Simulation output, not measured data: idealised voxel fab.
process module | voxel ribs on slabs
cross-section cut | 210 nm wide | cells 5 nm
A cross-section is a grid of square cells, given in bands from the top down. A band is one or more rows of cells.
Each band's line starts with the height of the band's top and of its bottom, in nm. Then come its materials from left to right, each with its width in nm. One material with "throughout" fills the band from edge to edge. "air" is empty space.
Height 0 is the level under which the wafer as received is all one material. The lowest band goes on downwards, as in "0 down".
A width such as "30 to 40" changes by the same amount from each row of cells to the next, from the band's top row to its bottom row.
"no change" after a step means that no cell of the cross-section changed.
closed voids: empty space of 8 cells or more with no open way to the top, each as width x height at its distance from the left edge, in nm
after a step's settings: what the simulator itself notes on the step
overlay nm, on a step with a mask: how far to the right of its planned place the mask lay; to the left if negative
Each pair below shows a cross-section before one step and the cross-section after it, down to the lowest band that changed. The line under each pair gives the step between them, with its settings. The pairs can come from different runs of this module on the same starting wafer, so a pair continues from the pair above only where its "before" says so.
before
  0 down: Si throughout
  closed voids: none
after
  25 to 0: SiO2 throughout
  below 0: unchanged
  closed voids: none
the step between: op DIRECTIONAL_DEP | material SiO2 | thk nm 25
before: the cross-section after the pair above
after
  50 to 25: SiN throughout
  below 25: unchanged
  closed voids: none
the step between: op DIRECTIONAL_DEP | material SiN | thk nm 25
before: the cross-section after the pair above
after
  50 to 40: air 95 | SiN 15 | air 100
  below 40: unchanged
  closed voids: none
the step between: op MASKED_ETCH | tone cover | mask id RIB | width nm 15 | etch materials SiN | depth nm 10 | overlay nm 0
before: the cross-section after the pair above
after
  65 to 50: air 70 | resist 65 | air 75
  50 to 40: air 70 | resist 25 | SiN 15 | resist 25 | air 75
  below 40: unchanged
  closed voids: none
the step between: op PATTERN | tone cover | mask id SLAB | material resist | width nm 65 | thk nm 15 | overlay nm 0
before: the cross-section after the pair above
after
  65 to 50: air 70 | resist 65 | air 75
  50 to 40: air 70 | resist 25 | SiN 15 | resist 25 | air 75
  40 to 25: air 70 | SiN 65 | air 75
  below 25: unchanged
  closed voids: none
the step between: op DIRECTIONAL_ETCH | etch materials SiN | depth nm 15
before: the cross-section after the pair above
after
  50 to 40: air 95 | SiN 15 | air 100
  below 40: unchanged
  closed voids: none
the step between: op STRIP | etch materials resist
before: the cross-section after the pair above
after
  75 to 50: SiO2 throughout
  50 to 40: SiO2 95 | SiN 15 | SiO2 100
  40 to 25: SiO2 70 | SiN 65 | SiO2 75
  below 25: unchanged
  closed voids: none
the step between: op FILL_DEP | material SiO2 | thk nm 25
before: the cross-section after the pair above
after
  70 to 50: SiO2 throughout
  below 50: unchanged
  closed voids: none
the step between: op CMP | height nm 70
before: the cross-section after the pair above
after
  75 to 70: TiN throughout
  below 70: unchanged
  closed voids: none
the step between: op DIRECTIONAL_DEP | material TiN | thk nm 5
before: the cross-section after the pair above
after
  95 to 75: air 90 | resist 25 | air 95
  below 75: unchanged
  closed voids: none
the step between: op PATTERN | tone cover | mask id HEATER | material resist | width nm 25 | thk nm 20 | overlay nm 0
before: the cross-section after the pair above
after
  95 to 75: air 90 | resist 25 | air 95
  75 to 70: air 90 | TiN 25 | air 95
  below 70: unchanged
  closed voids: none
the step between: op DIRECTIONAL_ETCH | etch materials TiN | depth nm 5
before: the cross-section after the pair above
after
  75 to 70: air 90 | TiN 25 | air 95
  below 70: unchanged
  closed voids: none
the step between: op STRIP | etch materials resist
before: the cross-section after the pair above
after
  85 to 80: air 80 | SiN 45 | air 85
  80 to 75: SiN throughout
  75 to 70: SiN 90 | TiN 25 | SiN 95
  below 70: unchanged
  closed voids: none
the step between: op CONFORMAL_DEP | material SiN | thk nm 10
before
  50 to 25: SiN throughout
  25 to 0: SiO2 throughout
  0 down: Si throughout
  closed voids: none
after
  75 to 25: SiN throughout
  below 25: unchanged
  closed voids: none
the step between: op DIRECTIONAL_DEP | material SiN | thk nm 25
before: the cross-section after the pair above
after
  75 to 65: air 95 | SiN 15 | air 100
  below 65: unchanged
  closed voids: none
the step between: op MASKED_ETCH | tone cover | mask id RIB | width nm 15 | etch materials SiN | depth nm 10 | overlay nm 0
before: the cross-section after the pair above
after
  90 to 75: air 70 | resist 65 | air 75
  75 to 65: air 70 | resist 25 | SiN 15 | resist 25 | air 75
  below 65: unchanged
  closed voids: none
the step between: op PATTERN | tone cover | mask id SLAB | material resist | width nm 65 | thk nm 15 | overlay nm 0
before: the cross-section after the pair above
after
  90 to 75: air 70 | resist 65 | air 75
  75 to 65: air 70 | resist 25 | SiN 15 | resist 25 | air 75
  65 to 50: air 70 | SiN 65 | air 75
  below 50: unchanged
  closed voids: none
the step between: op DIRECTIONAL_ETCH | etch materials SiN | depth nm 15
before: the cross-section after the pair above
after
  75 to 65: air 95 | SiN 15 | air 100
  below 65: unchanged
  closed voids: none
the step between: op STRIP | etch materials resist
before: the cross-section after the pair above
after
  100 to 75: SiO2 throughout
  75 to 65: SiO2 95 | SiN 15 | SiO2 100
  65 to 50: SiO2 70 | SiN 65 | SiO2 75
  below 50: unchanged
  closed voids: none
the step between: op FILL_DEP | material SiO2 | thk nm 25
before: the cross-section after the pair above
after
  70 to 65: SiO2 95 | SiN 15 | SiO2 100
  below 65: unchanged
  closed voids: none
the step between: op CMP | height nm 70
before: the cross-section after the pair above
after
  75 to 70: TiN throughout
  below 70: unchanged
  closed voids: none
the step between: op DIRECTIONAL_DEP | material TiN | thk nm 5
before: the cross-section after the pair above
after
  95 to 75: air 90 | resist 25 | air 95
  below 75: unchanged
  closed voids: none
the step between: op PATTERN | tone cover | mask id HEATER | material resist | width nm 25 | thk nm 20 | overlay nm 0
before: the cross-section after the pair above
after
  95 to 75: air 90 | resist 25 | air 95
  75 to 70: air 90 | TiN 25 | air 95
  below 70: unchanged
  closed voids: none
the step between: op DIRECTIONAL_ETCH | etch materials TiN | depth nm 5
before: the cross-section after the pair above
after
  75 to 70: air 90 | TiN 25 | air 95
  below 70: unchanged
  closed voids: none
the step between: op STRIP | etch materials resist
before: the cross-section after the pair above
after
  85 to 80: air 80 | SiN 45 | air 85
  80 to 75: SiN throughout
  75 to 70: SiN 90 | TiN 25 | SiN 95
  below 70: unchanged
  closed voids: none
the step between: op CONFORMAL_DEP | material SiN | thk nm 10
before
  0 down: Si throughout
  closed voids: none
after
  25 to 0: SiN throughout
  below 0: unchanged
  closed voids: none
the step between: op DIRECTIONAL_DEP | material SiN | thk nm 25
before: the cross-section after the pair above
after
  50 to 25: SiO2 throughout
  below 25: unchanged
  closed voids: none
the step between: op DIRECTIONAL_DEP | material SiO2 | thk nm 25
before: the cross-section after the pair above
after
  65 to 50: air 70 | resist 65 | air 75
  below 50: unchanged
  closed voids: none
the step between: op PATTERN | tone cover | mask id SLAB | material resist | width nm 65 | thk nm 15 | overlay nm 0
before: the cross-section after the pair above
after
  50 to 25: SiO2 throughout
  below 25: unchanged
  closed voids: none
the step between: op STRIP | etch materials resist
before: the cross-section after the pair above
after
  75 to 25: SiO2 throughout
  below 25: unchanged
  closed voids: none
the step between: op FILL_DEP | material SiO2 | thk nm 25
before: the cross-section after the pair above
after
  70 to 25: SiO2 throughout
  below 25: unchanged
  closed voids: none
the step between: op CMP | height nm 70
before: the cross-section after the pair above
after
  75 to 70: TiN throughout
  below 70: unchanged
  closed voids: none
the step between: op DIRECTIONAL_DEP | material TiN | thk nm 5
before: the cross-section after the pair above
after
  95 to 75: air 90 | resist 25 | air 95
  below 75: unchanged
  closed voids: none
the step between: op PATTERN | tone cover | mask id HEATER | material resist | width nm 25 | thk nm 20 | overlay nm 0
before: the cross-section after the pair above
after
  95 to 75: air 90 | resist 25 | air 95
  75 to 70: air 90 | TiN 25 | air 95
  below 70: unchanged
  closed voids: none
the step between: op DIRECTIONAL_ETCH | etch materials TiN | depth nm 5
before: the cross-section after the pair above
after
  75 to 70: air 90 | TiN 25 | air 95
  below 70: unchanged
  closed voids: none
the step between: op STRIP | etch materials resist
before: the cross-section after the pair above
after
  85 to 80: air 80 | SiN 45 | air 85
  80 to 75: SiN throughout
  75 to 70: SiN 90 | TiN 25 | SiN 95
  below 70: unchanged
  closed voids: none
the step between: op CONFORMAL_DEP | material SiN | thk nm 10
before
  25 to 0: SiO2 throughout
  0 down: Si throughout
  closed voids: none
after
  55 to 25: SiN throughout
  below 25: unchanged
  closed voids: none
the step between: op DIRECTIONAL_DEP | material SiN | thk nm 30
before: the cross-section after the pair above
after
  55 to 45: air 95 | SiN 15 | air 100
  below 45: unchanged
  closed voids: none
the step between: op MASKED_ETCH | tone cover | mask id RIB | width nm 15 | etch materials SiN | depth nm 10 | overlay nm 0
before: the cross-section after the pair above
after
  70 to 55: air 70 | resist 65 | air 75
  55 to 45: air 70 | resist 25 | SiN 15 | resist 25 | air 75
  below 45: unchanged
  closed voids: none
the step between: op PATTERN | tone cover | mask id SLAB | material resist | width nm 65 | thk nm 15 | overlay nm 0
before: the cross-section after the pair above
after
  70 to 55: air 70 | resist 65 | air 75
  55 to 45: air 70 | resist 25 | SiN 15 | resist 25 | air 75
  45 to 30: air 70 | SiN 65 | air 75
  below 30: unchanged
  closed voids: none
the step between: op DIRECTIONAL_ETCH | etch materials SiN | depth nm 15
before: the cross-section after the pair above
after
  55 to 45: air 95 | SiN 15 | air 100
  below 45: unchanged
  closed voids: none
the step between: op STRIP | etch materials resist
before: the cross-section after the pair above
after
  80 to 55: SiO2 throughout
  55 to 45: SiO2 95 | SiN 15 | SiO2 100
  45 to 30: SiO2 70 | SiN 65 | SiO2 75
  below 30: unchanged
  closed voids: none
the step between: op FILL_DEP | material SiO2 | thk nm 25
before: the cross-section after the pair above
after
  70 to 55: SiO2 throughout
  below 55: unchanged
  closed voids: none
the step between: op CMP | height nm 70
before: the cross-section after the pair above
after
  75 to 70: TiN throughout
  below 70: unchanged
  closed voids: none
the step between: op DIRECTIONAL_DEP | material TiN | thk nm 5
before: the cross-section after the pair above
after
  95 to 75: air 90 | resist 25 | air 95
  below 75: unchanged
  closed voids: none
the step between: op PATTERN | tone cover | mask id HEATER | material resist | width nm 25 | thk nm 20 | overlay nm 0
before: the cross-section after the pair above
after
  95 to 75: air 90 | resist 25 | air 95
  75 to 70: air 90 | TiN 25 | air 95
  below 70: unchanged
  closed voids: none
the step between: op DIRECTIONAL_ETCH | etch materials TiN | depth nm 5
before: the cross-section after the pair above
after
  75 to 70: air 90 | TiN 25 | air 95
  below 70: unchanged
  closed voids: none
the step between: op STRIP | etch materials resist
before: the cross-section after the pair above
after
  85 to 80: air 80 | SiN 45 | air 85
  80 to 75: SiN throughout
  75 to 70: SiN 90 | TiN 25 | SiN 95
  below 70: unchanged
  closed voids: none
the step between: op CONFORMAL_DEP | material SiN | thk nm 10
before
  50 to 40: air 95 | SiN 15 | air 100
  40 to 25: SiN throughout
  25 to 0: SiO2 throughout
  0 down: Si throughout
  closed voids: none
after
  65 to 50: air 65 | resist 75 | air 70
  50 to 40: air 65 | resist 30 | SiN 15 | resist 30 | air 70
  below 40: unchanged
  closed voids: none
the step between: op PATTERN | tone cover | mask id SLAB | material resist | width nm 75 | thk nm 15 | overlay nm 0
before: the cross-section after the pair above
after
  65 to 50: air 65 | resist 75 | air 70
  50 to 40: air 65 | resist 30 | SiN 15 | resist 30 | air 70
  40 to 25: air 65 | SiN 75 | air 70
  below 25: unchanged
  closed voids: none
the step between: op DIRECTIONAL_ETCH | etch materials SiN | depth nm 15
before: the cross-section after the pair above
after
  50 to 40: air 95 | SiN 15 | air 100
  below 40: unchanged
  closed voids: none
the step between: op STRIP | etch materials resist
before: the cross-section after the pair above
after
  75 to 50: SiO2 throughout
  50 to 40: SiO2 95 | SiN 15 | SiO2 100
  40 to 25: SiO2 65 | SiN 75 | SiO2 70
  below 25: unchanged
  closed voids: none
the step between: op FILL_DEP | material SiO2 | thk nm 25
before: the cross-section after the pair above
after
  70 to 50: SiO2 throughout
  below 50: unchanged
  closed voids: none
the step between: op CMP | height nm 70
before: the cross-section after the pair above
after
  75 to 70: TiN throughout
  below 70: unchanged
  closed voids: none
the step between: op DIRECTIONAL_DEP | material TiN | thk nm 5
before: the cross-section after the pair above
after
  95 to 75: air 90 | resist 25 | air 95
  below 75: unchanged
  closed voids: none
the step between: op PATTERN | tone cover | mask id HEATER | material resist | width nm 25 | thk nm 20 | overlay nm 0
before: the cross-section after the pair above
after
  95 to 75: air 90 | resist 25 | air 95
  75 to 70: air 90 | TiN 25 | air 95
  below 70: unchanged
  closed voids: none
the step between: op DIRECTIONAL_ETCH | etch materials TiN | depth nm 5
before: the cross-section after the pair above
after
  75 to 70: air 90 | TiN 25 | air 95
  below 70: unchanged
  closed voids: none
the step between: op STRIP | etch materials resist
before: the cross-section after the pair above
after
  85 to 80: air 80 | SiN 45 | air 85
  80 to 75: SiN throughout
  75 to 70: SiN 90 | TiN 25 | SiN 95
  below 70: unchanged
  closed voids: none
the step between: op CONFORMAL_DEP | material SiN | thk nm 10
before
  75 to 70: TiN throughout
  70 to 50: SiO2 throughout
  50 to 40: SiO2 95 | SiN 15 | SiO2 100
  40 to 25: SiO2 70 | SiN 65 | SiO2 75
  25 to 0: SiO2 throughout
  0 down: Si throughout
  closed voids: none
after
  95 to 75: air 85 | resist 25 | air 100
  below 75: unchanged
  closed voids: none
the step between: op PATTERN | tone cover | mask id HEATER | material resist | width nm 25 | thk nm 20 | overlay nm -5
before: the cross-section after the pair above
after
  95 to 75: air 85 | resist 25 | air 100
  75 to 70: air 85 | TiN 25 | air 100
  below 70: unchanged
  closed voids: none
the step between: op DIRECTIONAL_ETCH | etch materials TiN | depth nm 5
before: the cross-section after the pair above
after
  75 to 70: air 85 | TiN 25 | air 100
  below 70: unchanged
  closed voids: none
the step between: op STRIP | etch materials resist
before: the cross-section after the pair above
after
  85 to 80: air 75 | SiN 45 | air 90
  80 to 75: SiN throughout
  75 to 70: SiN 85 | TiN 25 | SiN 100
  below 70: unchanged
  closed voids: none
the step between: op CONFORMAL_DEP | material SiN | thk nm 10
before
  0 down: Si throughout
  closed voids: none
after
  25 to 0: TiN throughout
  below 0: unchanged
  closed voids: none
the step between: op DIRECTIONAL_DEP | material TiN | thk nm 25
before: the cross-section after the pair above
after
  50 to 25: SiN throughout
  below 25: unchanged
  closed voids: none
the step between: op DIRECTIONAL_DEP | material SiN | thk nm 25
before: the cross-section after the pair above
after
  50 to 40: air 95 | SiN 15 | air 100
  below 40: unchanged
  closed voids: none
the step between: op MASKED_ETCH | tone cover | mask id RIB | width nm 15 | etch materials SiN | depth nm 10 | overlay nm 0
before: the cross-section after the pair above
after
  65 to 50: air 70 | resist 65 | air 75
  50 to 40: air 70 | resist 25 | SiN 15 | resist 25 | air 75
  below 40: unchanged
  closed voids: none
the step between: op PATTERN | tone cover | mask id SLAB | material resist | width nm 65 | thk nm 15 | overlay nm 0
before: the cross-section after the pair above
after
  65 to 50: air 70 | resist 65 | air 75
  50 to 40: air 70 | resist 25 | SiN 15 | resist 25 | air 75
  40 to 25: air 70 | SiN 65 | air 75
  below 25: unchanged
  closed voids: none
the step between: op DIRECTIONAL_ETCH | etch materials SiN | depth nm 15
before: the cross-section after the pair above
after
  50 to 40: air 95 | SiN 15 | air 100
  below 40: unchanged
  closed voids: none
the step between: op STRIP | etch materials resist
before: the cross-section after the pair above
after
  75 to 50: SiO2 throughout
  50 to 40: SiO2 95 | SiN 15 | SiO2 100
  40 to 25: SiO2 70 | SiN 65 | SiO2 75
  below 25: unchanged
  closed voids: none
the step between: op FILL_DEP | material SiO2 | thk nm 25
before: the cross-section after the pair above
after
  70 to 50: SiO2 throughout
  below 50: unchanged
  closed voids: none
the step between: op CMP | height nm 70
before: the cross-section after the pair above
after
  75 to 70: TiN throughout
  below 70: unchanged
  closed voids: none
the step between: op DIRECTIONAL_DEP | material TiN | thk nm 5
before: the cross-section after the pair above
after
  95 to 75: air 90 | resist 25 | air 95
  below 75: unchanged
  closed voids: none
the step between: op PATTERN | tone cover | mask id HEATER | material resist | width nm 25 | thk nm 20 | overlay nm 0
before: the cross-section after the pair above
after
  95 to 75: air 90 | resist 25 | air 95
  75 to 70: air 90 | TiN 25 | air 95
  below 70: unchanged
  closed voids: none
the step between: op DIRECTIONAL_ETCH | etch materials TiN | depth nm 5
before: the cross-section after the pair above
after
  75 to 70: air 90 | TiN 25 | air 95
  below 70: unchanged
  closed voids: none
the step between: op STRIP | etch materials resist
before: the cross-section after the pair above
after
  85 to 80: air 80 | SiN 45 | air 85
  80 to 75: SiN throughout
  75 to 70: SiN 90 | TiN 25 | SiN 95
  below 70: unchanged
  closed voids: none
the step between: op CONFORMAL_DEP | material SiN | thk nm 10
before
  75 to 70: TiN throughout
  70 to 50: SiO2 throughout
  50 to 40: SiO2 95 | SiN 15 | SiO2 100
  40 to 25: SiO2 70 | SiN 65 | SiO2 75
  25 to 0: SiO2 throughout
  0 down: Si throughout
  closed voids: none
after
  95 to 75: resist 90 | air 25 | resist 95
  below 75: unchanged
  closed voids: none
the step between: op PATTERN | tone open | mask id HEATER | material resist | width nm 25 | thk nm 20 | overlay nm 0
before: the cross-section after the pair above
after
  95 to 75: resist 90 | air 25 | resist 95
  75 to 70: TiN 90 | air 25 | TiN 95
  below 70: unchanged
  closed voids: none
the step between: op DIRECTIONAL_ETCH | etch materials TiN | depth nm 5
before: the cross-section after the pair above
after
  75 to 70: TiN 90 | air 25 | TiN 95
  below 70: unchanged
  closed voids: none
the step between: op STRIP | etch materials resist
before: the cross-section after the pair above
after
  85 to 80: SiN 100 | air 5 | SiN 105
  80 to 75: SiN throughout
  75 to 70: TiN 90 | SiN 25 | TiN 95
  below 70: unchanged
  closed voids: none
the step between: op CONFORMAL_DEP | material SiN | thk nm 10
